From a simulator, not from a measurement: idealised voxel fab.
process module | voxel fin reveal
cross-section cut | 230 nm wide | cells 5 nm
A cross-section is a grid of square cells, given in bands from the top down. A band is one or more rows of cells.
Each band's line starts with the height of the band's top and of its bottom, in nm. Then come its materials from left to right, each with its width in nm. One material with "throughout" fills the band from edge to edge. "air" is empty space.
Height 0 is the level under which the wafer as received is all one material. The lowest band goes on downwards, as in "0 down".
A width such as "30 to 40" changes by the same amount from each row of cells to the next, from the band's top row to its bottom row.
"no change" after a step means that no cell of the cross-section changed.
closed voids: empty space of 8 cells or more with no open way to the top, each as width x height at its distance from the left edge, in nm
after a step's settings: what the simulator itself notes on the step
overlay nm, on a step with a mask: how far to the right of its planned place the mask lay; to the left if negative
Each pair below shows a cross-section before one step and the cross-section after it, down to the lowest band that changed. The line under each pair gives the step between them, with its settings. The pairs can come from different runs of this module on the same starting wafer, so a pair continues from the pair above only where its "before" says so.
before
  0 down: Si throughout
  closed voids: none
after
  10 to 0: SiN throughout
  below 0: unchanged
  closed voids: none
the step between: op CONFORMAL_DEP | material SiN | thk nm 10
before: the cross-section after the pair above
after
  30 to 10: air 90 | resist 15 | air 20 | resist 15 | air 90
  below 10: unchanged
  closed voids: none
the step between: op PATTERN | tone cover | mask id FINS | material resist | width nm 15 | pitch nm 35 | thk nm 20 | overlay nm 0
before: the cross-section after the pair above
after
  30 to 10: air 90 | resist 15 | air 20 | resist 15 | air 90
  10 to 0: air 90 | SiN 15 | air 20 | SiN 15 | air 90
  below 0: unchanged
  closed voids: none
the step between: op DIRECTIONAL_ETCH | etch materials SiN | depth nm 10
before: the cross-section after the pair above
after
  30 to 10: air 90 | resist 15 | air 20 | resist 15 | air 90
  10 to 0: air 90 | SiN 15 | air 20 | SiN 15 | air 90
  0 to -40: air 90 | Si 15 | air 20 | Si 15 | air 90
  below -40: unchanged
  closed voids: none
the step between: op DIRECTIONAL_ETCH | etch materials Si | depth nm 40
before: the cross-section after the pair above
after
  10 to 0: air 90 | SiN 15 | air 20 | SiN 15 | air 90
  below 0: unchanged
  closed voids: none
the step between: op STRIP | etch materials resist
before: the cross-section after the pair above
after
  10 to 0: air 90 | SiN 15 | air 20 | SiN 15 | air 90
  0 to -40: air 90 | SiO2 5 | Si 5 | SiO2 5 | air 20 | SiO2 5 | Si 5 | SiO2 5 | air 90
  -40 to -45: SiO2 95 | Si 5 | SiO2 30 | Si 5 | SiO2 95
  below -45: unchanged
  closed voids: none
the step between: op OXIDIZE | depth nm 5
before: the cross-section after the pair above
after
  25 to 10: SiO2 throughout
  10 to 0: SiO2 90 | SiN 15 | SiO2 20 | SiN 15 | SiO2 90
  0 to -45: SiO2 95 | Si 5 | SiO2 30 | Si 5 | SiO2 95
  below -45: unchanged
  closed voids: none
the step between: op FILL_DEP | material SiO2 | thk nm 15
before: the cross-section after the pair above
after
  10 to 0: SiO2 90 | SiN 15 | SiO2 20 | SiN 15 | SiO2 90
  below 0: unchanged
  closed voids: none
the step between: op CMP | height nm 10
before: the cross-section after the pair above
after
  10 to 0: air 90 | SiN 15 | air 20 | SiN 15 | air 90
  0 to -10: air 95 | Si 5 | air 30 | Si 5 | air 95
  below -10: unchanged
  closed voids: none
the step between: op SELECTIVE_ETCH | etch materials SiO2 | depth nm 20
before: the cross-section after the pair above
after
  0 to -10: air 95 | Si 5 | air 30 | Si 5 | air 95
  below -10: unchanged
  closed voids: none
the step between: op STRIP | etch materials SiN
before: the cross-section after the pair above
after
  5 to 0: air 90 | SiO2 15 | air 20 | SiO2 15 | air 90
  0 to -5: air 90 | SiO2 5 | Si 5 | SiO2 5 | air 20 | SiO2 5 | Si 5 | SiO2 5 | air 90
  -5 to -45: SiO2 95 | Si 5 | SiO2 30 | Si 5 | SiO2 95
  below -45: unchanged
  closed voids: none
the step between: op CONFORMAL_DEP | material SiO2 | thk nm 5
before
  10 to 0: air 90 | SiN 15 | air 20 | SiN 15 | air 90
  0 to -10: air 95 | Si 5 | air 30 | Si 5 | air 95
  -10 to -45: SiO2 95 | Si 5 | SiO2 30 | Si 5 | SiO2 95
  -45 down: Si throughout
  closed voids: none
after
  10 to 0: air 90 | SiN 15 | air 20 | SiN 15 | air 90
  0 to -30: air 95 | Si 5 | air 30 | Si 5 | air 95
  below -30: unchanged
  closed voids: none
the step between: op SELECTIVE_ETCH | etch materials SiO2 | depth nm 20
before: the cross-section after the pair above
after
  0 to -30: air 95 | Si 5 | air 30 | Si 5 | air 95
  below -30: unchanged
  closed voids: none
the step between: op STRIP | etch materials SiN
before: the cross-section after the pair above
after
  5 to 0: air 90 | SiO2 15 | air 20 | SiO2 15 | air 90
  0 to -25: air 90 | SiO2 5 | Si 5 | SiO2 5 | air 20 | SiO2 5 | Si 5 | SiO2 5 | air 90
  -25 to -45: SiO2 95 | Si 5 | SiO2 30 | Si 5 | SiO2 95
  below -45: unchanged
  closed voids: none
the step between: op CONFORMAL_DEP | material SiO2 | thk nm 5
before
  10 to 0: SiO2 90 | SiN 15 | SiO2 20 | SiN 15 | SiO2 90
  0 to -45: SiO2 95 | Si 5 | SiO2 30 | Si 5 | SiO2 95
  -45 down: Si throughout
  closed voids: none
after
  10 to 0: SiO2 90 | air 15 | SiO2 20 | air 15 | SiO2 90
  below 0: unchanged
  closed voids: none
the step between: op STRIP | etch materials SiN
before: the cross-section after the pair above
after
  0 to -10: air 95 | Si 5 | air 30 | Si 5 | air 95
  -10 to -20: SiO2 70 | air 25 | Si 5 | air 30 | Si 5 | air 25 | SiO2 70
  below -20: unchanged
  closed voids: none
the step between: op SELECTIVE_ETCH | etch materials SiO2 | depth nm 20
before: the cross-section after the pair above
after
  5 to 0: air 90 | SiO2 15 | air 20 | SiO2 15 | air 90
  0 to -5: air 90 | SiO2 5 | Si 5 | SiO2 5 | air 20 | SiO2 5 | Si 5 | SiO2 5 | air 90
  -5 to -15: SiO2 75 | air 15 | SiO2 5 | Si 5 | SiO2 5 | air 20 | SiO2 5 | Si 5 | SiO2 5 | air 15 | SiO2 75
  -15 to -45: SiO2 95 | Si 5 | SiO2 30 | Si 5 | SiO2 95
  below -45: unchanged
  closed voids: none
the step between: op CONFORMAL_DEP | material SiO2 | thk nm 5
before
  30 to 10: air 90 | resist 15 | air 20 | resist 15 | air 90
  10 to 0: air 90 | SiN 15 | air 20 | SiN 15 | air 90
  0 down: Si throughout
  closed voids: none
after
  30 to 10: air 90 | resist 15 | air 20 | resist 15 | air 90
  10 to 0: air 90 | SiN 15 | air 20 | SiN 15 | air 90
  0 to -35: air 90 | Si 15 | air 20 | Si 15 | air 90
  below -35: unchanged
  closed voids: none
the step between: op DIRECTIONAL_ETCH | etch materials Si | depth nm 35
before: the cross-section after the pair above
after
  10 to 0: air 90 | SiN 15 | air 20 | SiN 15 | air 90
  below 0: unchanged
  closed voids: none
the step between: op STRIP | etch materials resist
before: the cross-section after the pair above
after
  10 to 0: air 90 | SiN 15 | air 20 | SiN 15 | air 90
  0 to -35: air 90 | SiO2 5 | Si 5 | SiO2 5 | air 20 | SiO2 5 | Si 5 | SiO2 5 | air 90
  -35 to -40: SiO2 95 | Si 5 | SiO2 30 | Si 5 | SiO2 95
  below -40: unchanged
  closed voids: none
the step between: op OXIDIZE | depth nm 5
before: the cross-section after the pair above
after
  25 to 10: SiO2 throughout
  10 to 0: SiO2 90 | SiN 15 | SiO2 20 | SiN 15 | SiO2 90
  0 to -40: SiO2 95 | Si 5 | SiO2 30 | Si 5 | SiO2 95
  below -40: unchanged
  closed voids: none
the step between: op FILL_DEP | material SiO2 | thk nm 15
before: the cross-section after the pair above
after
  10 to 0: SiO2 90 | SiN 15 | SiO2 20 | SiN 15 | SiO2 90
  below 0: unchanged
  closed voids: none
the step between: op CMP | height nm 10
before: the cross-section after the pair above
after
  10 to 0: air 90 | SiN 15 | air 20 | SiN 15 | air 90
  0 to -10: air 95 | Si 5 | air 30 | Si 5 | air 95
  below -10: unchanged
  closed voids: none
the step between: op SELECTIVE_ETCH | etch materials SiO2 | depth nm 20
before: the cross-section after the pair above
after
  0 to -10: air 95 | Si 5 | air 30 | Si 5 | air 95
  below -10: unchanged
  closed voids: none
the step between: op STRIP | etch materials SiN
before: the cross-section after the pair above
after
  5 to 0: air 90 | SiO2 15 | air 20 | SiO2 15 | air 90
  0 to -5: air 90 | SiO2 5 | Si 5 | SiO2 5 | air 20 | SiO2 5 | Si 5 | SiO2 5 | air 90
  -5 to -40: SiO2 95 | Si 5 | SiO2 30 | Si 5 | SiO2 95
  below -40: unchanged
  closed voids: none
the step between: op CONFORMAL_DEP | material SiO2 | thk nm 5
before
  10 to 0: SiN throughout
  0 down: Si throughout
  closed voids: none
after
  30 to 10: air 90 | resist 20 | air 15 | resist 20 | air 85
  below 10: unchanged
  closed voids: none
the step between: op PATTERN | tone cover | mask id FINS | material resist | width nm 20 | pitch nm 35 | thk nm 20 | overlay nm 0
before: the cross-section after the pair above
after
  30 to 10: air 90 | resist 20 | air 15 | resist 20 | air 85
  10 to 0: air 90 | SiN 20 | air 15 | SiN 20 | air 85
  below 0: unchanged
  closed voids: none
the step between: op DIRECTIONAL_ETCH | etch materials SiN | depth nm 10
before: the cross-section after the pair above
after
  30 to 10: air 90 | resist 20 | air 15 | resist 20 | air 85
  10 to 0: air 90 | SiN 20 | air 15 | SiN 20 | air 85
  0 to -40: air 90 | Si 20 | air 15 | Si 20 | air 85
  below -40: unchanged
  closed voids: none
the step between: op DIRECTIONAL_ETCH | etch materials Si | depth nm 40
before: the cross-section after the pair above
after
  10 to 0: air 90 | SiN 20 | air 15 | SiN 20 | air 85
  below 0: unchanged
  closed voids: none
the step between: op STRIP | etch materials resist
before: the cross-section after the pair above
after
  10 to 0: air 90 | SiN 20 | air 15 | SiN 20 | air 85
  0 to -40: air 90 | SiO2 5 | Si 10 | SiO2 5 | air 15 | SiO2 5 | Si 10 | SiO2 5 | air 85
  -40 to -45: SiO2 95 | Si 10 | SiO2 25 | Si 10 | SiO2 90
  below -45: unchanged
  closed voids: none
the step between: op OXIDIZE | depth nm 5
before: the cross-section after the pair above
after
  25 to 10: SiO2 throughout
  10 to 0: SiO2 90 | SiN 20 | SiO2 15 | SiN 20 | SiO2 85
  0 to -45: SiO2 95 | Si 10 | SiO2 25 | Si 10 | SiO2 90
  below -45: unchanged
  closed voids: none
the step between: op FILL_DEP | material SiO2 | thk nm 15
before: the cross-section after the pair above
after
  10 to 0: SiO2 90 | SiN 20 | SiO2 15 | SiN 20 | SiO2 85
  below 0: unchanged
  closed voids: none
the step between: op CMP | height nm 10
before: the cross-section after the pair above
after
  10 to 0: air 90 | SiN 20 | air 15 | SiN 20 | air 85
  0 to -10: air 95 | Si 10 | air 25 | Si 10 | air 90
  below -10: unchanged
  closed voids: none
the step between: op SELECTIVE_ETCH | etch materials SiO2 | depth nm 20
before: the cross-section after the pair above
after
  0 to -10: air 95 | Si 10 | air 25 | Si 10 | air 90
  below -10: unchanged
  closed voids: none
the step between: op STRIP | etch materials SiN
before: the cross-section after the pair above
after
  5 to 0: air 90 | SiO2 20 | air 15 | SiO2 20 | air 85
  0 to -5: air 90 | SiO2 5 | Si 10 | SiO2 5 | air 15 | SiO2 5 | Si 10 | SiO2 5 | air 85
  -5 to -45: SiO2 95 | Si 10 | SiO2 25 | Si 10 | SiO2 90
  below -45: unchanged
  closed voids: none
the step between: op CONFORMAL_DEP | material SiO2 | thk nm 5
before
  10 to 0: SiN throughout
  0 down: Si throughout
  closed voids: none
after
  30 to 10: air 80 | resist 15 | air 20 | resist 15 | air 100
  below 10: unchanged
  closed voids: none
the step between: op PATTERN | tone cover | mask id FINS | material resist | width nm 15 | pitch nm 35 | thk nm 20 | overlay nm -10
before: the cross-section after the pair above
after
  30 to 10: air 80 | resist 15 | air 20 | resist 15 | air 100
  10 to 0: air 80 | SiN 15 | air 20 | SiN 15 | air 100
  below 0: unchanged
  closed voids: none
the step between: op DIRECTIONAL_ETCH | etch materials SiN | depth nm 10
before: the cross-section after the pair above
after
  30 to 10: air 80 | resist 15 | air 20 | resist 15 | air 100
  10 to 0: air 80 | SiN 15 | air 20 | SiN 15 | air 100
  0 to -40: air 80 | Si 15 | air 20 | Si 15 | air 100
  below -40: unchanged
  closed voids: none
the step between: op DIRECTIONAL_ETCH | etch materials Si | depth nm 40
before: the cross-section after the pair above
after
  10 to 0: air 80 | SiN 15 | air 20 | SiN 15 | air 100
  below 0: unchanged
  closed voids: none
the step between: op STRIP | etch materials resist
before: the cross-section after the pair above
after
  10 to 0: air 80 | SiN 15 | air 20 | SiN 15 | air 100
  0 to -40: air 80 | SiO2 5 | Si 5 | SiO2 5 | air 20 | SiO2 5 | Si 5 | SiO2 5 | air 100
  -40 to -45: SiO2 85 | Si 5 | SiO2 30 | Si 5 | SiO2 105
  below -45: unchanged
  closed voids: none
the step between: op OXIDIZE | depth nm 5
before: the cross-section after the pair above
after
  25 to 10: SiO2 throughout
  10 to 0: SiO2 80 | SiN 15 | SiO2 20 | SiN 15 | SiO2 100
  0 to -45: SiO2 85 | Si 5 | SiO2 30 | Si 5 | SiO2 105
  below -45: unchanged
  closed voids: none
the step between: op FILL_DEP | material SiO2 | thk nm 15
before: the cross-section after the pair above
after
  10 to 0: SiO2 80 | SiN 15 | SiO2 20 | SiN 15 | SiO2 100
  below 0: unchanged
  closed voids: none
the step between: op CMP | height nm 10
before: the cross-section after the pair above
after
  10 to 0: air 80 | SiN 15 | air 20 | SiN 15 | air 100
  0 to -10: air 85 | Si 5 | air 30 | Si 5 | air 105
  below -10: unchanged
  closed voids: none
the step between: op SELECTIVE_ETCH | etch materials SiO2 | depth nm 20
before: the cross-section after the pair above
after
  0 to -10: air 85 | Si 5 | air 30 | Si 5 | air 105
  below -10: unchanged
  closed voids: none
the step between: op STRIP | etch materials SiN
before: the cross-section after the pair above
after
  5 to 0: air 80 | SiO2 15 | air 20 | SiO2 15 | air 100
  0 to -5: air 80 | SiO2 5 | Si 5 | SiO2 5 | air 20 | SiO2 5 | Si 5 | SiO2 5 | air 100
  -5 to -45: SiO2 85 | Si 5 | SiO2 30 | Si 5 | SiO2 105
  below -45: unchanged
  closed voids: none
the step between: op CONFORMAL_DEP | material SiO2 | thk nm 5
before
  10 to 0: air 90 | SiN 15 | air 20 | SiN 15 | air 90
  0 to -10: air 95 | Si 5 | air 30 | Si 5 | air 95
  -10 to -45: SiO2 95 | Si 5 | SiO2 30 | Si 5 | SiO2 95
  -45 down: Si throughout
  closed voids: none
after
  10 to 0: air 90 | SiN 15 | air 20 | SiN 15 | air 90
  0 to -45: air 95 | Si 5 | air 30 | Si 5 | air 95
  below -45: unchanged
  closed voids: none
the step between: op STRIP | etch materials SiO2
before: the cross-section after the pair above
after
  15 to 10: air 85 | SiO2 25 | air 10 | SiO2 25 | air 85
  10 to 0: air 85 | SiO2 5 | SiN 15 | SiO2 5 | air 10 | SiO2 5 | SiN 15 | SiO2 5 | air 85
  0 to -5: air 85 | SiO2 10 | Si 5 | SiO2 10 | air 10 | SiO2 10 | Si 5 | SiO2 10 | air 85
  -5 to -40: air 90 | SiO2 5 | Si 5 | SiO2 5 | air 20 | SiO2 5 | Si 5 | SiO2 5 | air 90
  -40 to -45: SiO2 95 | Si 5 | SiO2 30 | Si 5 | SiO2 95
  below -45: unchanged
  closed voids: none
the step between: op CONFORMAL_DEP | material SiO2 | thk nm 5
before
  10 to 0: SiN throughout
  0 down: Si throughout
  closed voids: none
after
  30 to 10: resist 90 | air 15 | resist 20 | air 15 | resist 90
  below 10: unchanged
  closed voids: none
the step between: op PATTERN | tone open | mask id FINS | material resist | width nm 15 | pitch nm 35 | thk nm 20 | overlay nm 0
before: the cross-section after the pair above
after
  30 to 10: resist 90 | air 15 | resist 20 | air 15 | resist 90
  10 to 0: SiN 90 | air 15 | SiN 20 | air 15 | SiN 90
  below 0: unchanged
  closed voids: none
the step between: op DIRECTIONAL_ETCH | etch materials SiN | depth nm 10
before: the cross-section after the pair above
after
  30 to 10: resist 90 | air 15 | resist 20 | air 15 | resist 90
  10 to 0: SiN 90 | air 15 | SiN 20 | air 15 | SiN 90
  0 to -40: Si 90 | air 15 | Si 20 | air 15 | Si 90
  below -40: unchanged
  closed voids: none
the step between: op DIRECTIONAL_ETCH | etch materials Si | depth nm 40
before: the cross-section after the pair above
after
  10 to 0: SiN 90 | air 15 | SiN 20 | air 15 | SiN 90
  below 0: unchanged
  closed voids: none
the step between: op STRIP | etch materials resist
before: the cross-section after the pair above
after
  10 to 0: SiN 90 | air 15 | SiN 20 | air 15 | SiN 90
  0 to -40: Si 85 | SiO2 5 | air 15 | SiO2 5 | Si 10 | SiO2 5 | air 15 | SiO2 5 | Si 85
  -40 to -45: Si 85 | SiO2 25 | Si 10 | SiO2 25 | Si 85
  below -45: unchanged
  closed voids: none
the step between: op OXIDIZE | depth nm 5
before: the cross-section after the pair above
after
  25 to 10: SiO2 throughout
  10 to 0: SiN 90 | SiO2 15 | SiN 20 | SiO2 15 | SiN 90
  0 to -45: Si 85 | SiO2 25 | Si 10 | SiO2 25 | Si 85
  below -45: unchanged
  closed voids: none
the step between: op FILL_DEP | material SiO2 | thk nm 15
before: the cross-section after the pair above
after
  10 to 0: SiN 90 | SiO2 15 | SiN 20 | SiO2 15 | SiN 90
  below 0: unchanged
  closed voids: none
the step between: op CMP | height nm 10
before: the cross-section after the pair above
after
  10 to 0: SiN 90 | air 15 | SiN 20 | air 15 | SiN 90
  0 to -10: Si 85 | air 25 | Si 10 | air 25 | Si 85
  below -10: unchanged
  closed voids: none
the step between: op SELECTIVE_ETCH | etch materials SiO2 | depth nm 20
before: the cross-section after the pair above
after
  0 to -10: Si 85 | air 25 | Si 10 | air 25 | Si 85
  below -10: unchanged
  closed voids: none
the step between: op STRIP | etch materials SiN
before: the cross-section after the pair above
after
  5 to 0: SiO2 90 | air 15 | SiO2 20 | air 15 | SiO2 90
  0 to -5: Si 85 | SiO2 5 | air 15 | SiO2 5 | Si 10 | SiO2 5 | air 15 | SiO2 5 | Si 85
  -5 to -45: Si 85 | SiO2 25 | Si 10 | SiO2 25 | Si 85
  below -45: unchanged
  closed voids: none
the step between: op CONFORMAL_DEP | material SiO2 | thk nm 5
